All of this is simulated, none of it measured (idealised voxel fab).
The document below concerns the process module designated voxel lift off.
Cross-section cut: width 185 nm, square cells of 5 nm.
Cross-section spec: square-cell grid; bands listed top down; each band is one or more rows.
Each band's line starts with the height of the band's top and of its bottom, in nm. Then come its materials from left to right, each with its width in nm. One material with "throughout" fills the band from edge to edge. "air" is empty space.
Height reference: 0 = level under which incoming wafer is all one material. Lowest band: no bottom, runs on downward, e.g. "top 0, no bottom".
So if you see something like "30 to 40" for the width, read it as the top row of the band sitting at the first number and the bottom row at the second, with every row in between moving by the same amount as the last.
Take "no modifications" at face value: in the step it is given for, the cross-section changed in none of its cells.
"Closed void inventory" specifies each empty space that is not open to the top and that occupies no fewer than 8 cells, using the form width x height at distance, the distance measured from the left edge and all three quantities in nm.
Text after the settings on a step's line: the simulator's own remark on that step.
Among the settings permitted on a step's line is "overlay nm"; applied to a step with a mask, it specifies the extent to which the mask lay to the right of its planned position, whereas a negative figure signifies a position to the left.

[Steps planned for the process]
- 1: RECEIVE: material Si
- 2: CONFORMAL_DEP: material SiN, thk nm 10
- 3: PATTERN: tone open, mask id LINES, material resist, width nm 20, pitch nm 40, thk nm 20, overlay nm 0
- 4: DIRECTIONAL_DEP: material Ru, thk nm 5
- 5: STRIP: etch materials resist
- 6: CONFORMAL_DEP: material SiN, thk nm 10

[First of two wafers, processed according to plan]

[Incoming wafer, cross-sectional view, post step 1]
    top 0, no bottom | Si throughout
    Closed void inventory: none

[The following cross-section depicts the wafer upon completion of step 2]
    top 10, bottom 0 | SiN throughout
    At heights below 0, the structure remains unaltered.

[The following cross-section depicts the wafer upon completion of step 3]
    top 30, bottom 10 | resist 60 nm, air 20 nm, resist 20 nm, air 20 nm, resist 65 nm
    At heights below 10, the structure remains unaltered.

[The following cross-section depicts the wafer upon completion of step 4]
    top 35, bottom 30 | Ru 60 nm, air 20 nm, Ru 20 nm, air 20 nm, Ru 65 nm
    top 30, bottom 15 | resist 60 nm, air 20 nm, resist 20 nm, air 20 nm, resist 65 nm
    top 15, bottom 10 | resist 60 nm, Ru 20 nm, resist 20 nm, Ru 20 nm, resist 65 nm
    At heights below 10, the structure remains unaltered.

[The following cross-section depicts the wafer upon completion of step 5]
    top 15, bottom 10 | air 60 nm, Ru 20 nm, air 20 nm, Ru 20 nm, air 65 nm
    At heights below 10, the structure remains unaltered.

[The following cross-section depicts the wafer upon completion of step 6]
    top 25, bottom 20 | air 50 nm, SiN 80 nm, air 55 nm
    top 20, bottom 15 | SiN throughout
    top 15, bottom 10 | SiN 60 nm, Ru 20 nm, SiN 20 nm, Ru 20 nm, SiN 65 nm
    At heights below 10, the structure remains unaltered.

[Second wafer - shared start and plan with the first - one error in running - same as the first up to step 2 inclusive]

[The second wafer cut through, at the time step 3 was supposed to be finished]
    top 30, bottom 10 | resist 65 nm, air 15 nm, resist 25 nm, air 15 nm, resist 65 nm
    At heights below 10, the structure remains unaltered.

[The second wafer cut through, at the time step 4 was supposed to be finished]
    top 35, bottom 30 | Ru 65 nm, air 15 nm, Ru 25 nm, air 15 nm, Ru 65 nm
    top 30, bottom 15 | resist 65 nm, air 15 nm, resist 25 nm, air 15 nm, resist 65 nm
    top 15, bottom 10 | resist 65 nm, Ru 15 nm, resist 25 nm, Ru 15 nm, resist 65 nm
    At heights below 10, the structure remains unaltered.

[The second wafer cut through, at the time step 5 was supposed to be finished]
    top 15, bottom 10 | air 65 nm, Ru 15 nm, air 25 nm, Ru 15 nm, air 65 nm
    At heights below 10, the structure remains unaltered.

[The second wafer cut through, at the time step 6 was supposed to be finished]
    top 25, bottom 20 | air 55 nm, SiN 35 nm, air 5 nm, SiN 35 nm, air 55 nm
    top 20, bottom 15 | SiN throughout
    top 15, bottom 10 | SiN 65 nm, Ru 15 nm, SiN 25 nm, Ru 15 nm, SiN 65 nm
    At heights below 10, the structure remains unaltered.
Misprocessing identified: step 3, actual vs plan mismatch, actual run PATTERN: tone open, mask id LINES, material resist, width nm 15, pitch nm 40, thk nm 20, overlay nm 0
Count the cells at the end and the second wafer has more or fewer of some materials than the first: Ru: 2 fewer
